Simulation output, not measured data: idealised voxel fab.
process module | voxel wiring stack
cross-section cut | 155 nm wide | cells 5 nm
A cross-section is a grid of square cells, given in bands from the top down. A band is one or more rows of cells.
Each band's line starts with the height of the band's top and of its bottom, in nm. Then come its materials from left to right, each with its width in nm. One material with "throughout" fills the band from edge to edge. "air" is empty space.
Height 0 is the level under which the wafer as received is all one material. The lowest band goes on downwards, as in "0 down".
A width such as "30 to 40" changes by the same amount from each row of cells to the next, from the band's top row to its bottom row.
"no change" after a step means that no cell of the cross-section changed.
closed voids: empty space of 8 cells or more with no open way to the top, each as width x height at its distance from the left edge, in nm
after a step's settings: what the simulator itself notes on the step
overlay nm, on a step with a mask: how far to the right of its planned place the mask lay; to the left if negative
plan
1 op RECEIVE | material Si
2 op CONFORMAL_DEP | material SiO2 | thk nm 15
3 op CONFORMAL_DEP | material SiN | thk nm 5
4 op DIRECTIONAL_DEP | material SiO2 | thk nm 25
5 op DIRECTIONAL_DEP | material aC | thk nm 10
6 op PATTERN | tone open | mask id METAL_1 | material resist | width nm 25 | pitch nm 45 | thk nm 25 | overlay nm 0
7 op DIRECTIONAL_ETCH | etch materials aC | depth nm 10
8 op STRIP | etch materials resist
9 op DIRECTIONAL_ETCH | etch materials SiO2 | depth nm 25
10 op DIRECTIONAL_ETCH | etch materials SiN | depth nm 5
11 op STRIP | etch materials aC
12 op CONFORMAL_DEP | material TiN | thk nm 5
13 op FILL_DEP | material Ru | thk nm 5
14 op CMP | height nm 45
15 op CONFORMAL_DEP | material SiCN | thk nm 5
16 op DIRECTIONAL_DEP | material lowk | thk nm 25
17 op DIRECTIONAL_DEP | material aC | thk nm 10
18 op PATTERN | tone open | mask id METAL_2_HOLES | material resist | width nm 15 | pitch nm 45 | thk nm 30 | overlay nm 0
19 op DIRECTIONAL_ETCH | etch materials aC | depth nm 10
20 op STRIP | etch materials resist
21 op DIRECTIONAL_ETCH | etch materials lowk | depth nm 25
22 op STRIP | etch materials aC
23 op MASKED_ETCH | tone open | mask id METAL_2 | width nm 25 | pitch nm 45 | etch materials lowk | depth nm 15 | overlay nm 0
24 op MASKED_ETCH | tone open | mask id METAL_2 | width nm 25 | pitch nm 45 | etch materials SiCN | depth nm 5 | overlay nm 0
25 op CONFORMAL_DEP | material TiN | thk nm 5
26 op FILL_DEP | material Cu | thk nm 10
27 op CMP | height nm 75
28 op CONFORMAL_DEP | material SiCN | thk nm 5
29 op DIRECTIONAL_DEP | material SiO2 | thk nm 35
30 op PATTERN | tone open | mask id METAL_3_HOLES | material resist | width nm 15 | thk nm 20 | overlay nm 0
31 op DIRECTIONAL_ETCH | etch materials SiO2 | depth nm 35
32 op STRIP | etch materials resist
33 op PATTERN | tone open | mask id METAL_3 | material resist | width nm 25 | pitch nm 45 | thk nm 15 | overlay nm 0
34 op DIRECTIONAL_ETCH | etch materials SiO2 | depth nm 20
35 op DIRECTIONAL_ETCH | etch materials SiCN | depth nm 5
36 op STRIP | etch materials resist
37 op CONFORMAL_DEP | material TiN | thk nm 5
38 op FILL_DEP | material Cu | thk nm 5
39 op CMP | height nm 115
40 op CONFORMAL_DEP | material SiN | thk nm 5
as received, after step 1
  0 down: Si throughout
  closed voids: none
a wafer at the end: this start, this plan, one mistake
  120 to 115: SiN throughout
  115 to 100: SiO2 40 | TiN 5 | Cu 15 | TiN 5 | SiO2 20 | TiN 5 | Cu 15 | TiN 5 | SiO2 45
  100 to 95: SiO2 40 | TiN 5 | Cu 5 | TiN 15 | SiO2 20 | TiN 25 | SiO2 45
  95 to 80: SiO2 40 | TiN 5 | Cu 5 | TiN 5 | SiO2 100
  80 to 75: SiCN 40 | TiN 15 | SiCN 100
  75 to 65: lowk 40 | TiN 5 | Cu 15 | TiN 5 | lowk 20 | TiN 5 | Cu 15 | TiN 5 | lowk 45
  65 to 60: lowk 40 | TiN 5 | Cu 5 | TiN 15 | lowk 20 | TiN 5 | Cu 5 | TiN 15 | lowk 45
  60 to 50: lowk 40 | TiN 5 | Cu 5 | TiN 5 | lowk 30 | TiN 5 | Cu 5 | TiN 5 | lowk 55
  50 to 45: SiCN 40 | TiN 15 | SiCN 30 | TiN 15 | SiCN 55
  45 to 20: SiO2 40 | TiN 5 | aC 15 | TiN 5 | SiO2 20 | TiN 5 | aC 15 | TiN 5 | SiO2 45
  20 to 15: SiN 40 | TiN 25 | SiN 20 | TiN 25 | SiN 45
  15 to 0: SiO2 throughout
  0 down: Si throughout
  closed voids: none
what went wrong: step 13 ran as: op FILL_DEP | material aC | thk nm 5
